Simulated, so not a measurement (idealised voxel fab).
process module | voxel tone inversion
cross-section cut | 280 nm wide | cells 5 nm
A cross-section is a grid of square cells, given in bands from the top down. A band is one or more rows of cells.
Each band's line starts with the height of the band's top and of its bottom, in nm. Then come its materials from left to right, each with its width in nm. One material with "throughout" fills the band from edge to edge. "air" is empty space.
Height 0 is the level under which the wafer as received is all one material. The lowest band goes on downwards, as in "0 down".
A width such as "30 to 40" changes by the same amount from each row of cells to the next, from the band's top row to its bottom row.
"no change" after a step means that no cell of the cross-section changed.
closed voids: empty space of 8 cells or more with no open way to the top, each as width x height at its distance from the left edge, in nm
after a step's settings: what the simulator itself notes on the step
overlay nm, on a step with a mask: how far to the right of its planned place the mask lay; to the left if negative
plan
1 op RECEIVE | material Si
2 op CONFORMAL_DEP | material SiN | thk nm 10
3 op DIRECTIONAL_DEP | material aC | thk nm 20
4 op PATTERN | tone cover | mask id POSTS | material resist | width nm 25 | pitch nm 40 | thk nm 25 | overlay nm 0
5 op DIRECTIONAL_ETCH | etch materials aC | depth nm 20
6 op STRIP | etch materials resist
7 op FILL_DEP | material lowk | thk nm 5
8 op CMP | height nm 30
9 op STRIP | etch materials aC
10 op CONFORMAL_DEP | material TiN | thk nm 5
11 op FILL_DEP | material Ru | thk nm 5
12 op CMP | height nm 30
13 op CONFORMAL_DEP | material SiN | thk nm 5
as received, after step 1
  0 down: Si throughout
  closed voids: none
a wafer at the end: this start, this plan, one mistake
  35 to 30: SiN throughout
  30 to 15: Ru 80 | TiN 5 | lowk 25 | TiN 5 | Ru 5 | TiN 5 | lowk 25 | TiN 5 | Ru 5 | TiN 5 | lowk 25 | TiN 5 | Ru 85
  15 to 10: TiN 85 | lowk 25 | TiN 15 | lowk 25 | TiN 15 | lowk 25 | TiN 90
  10 to 0: SiN throughout
  0 down: Si throughout
  closed voids: none
what went wrong: step 4 ran as: op PATTERN | tone open | mask id POSTS | material resist | width nm 25 | pitch nm 40 | thk nm 25 | overlay nm 0
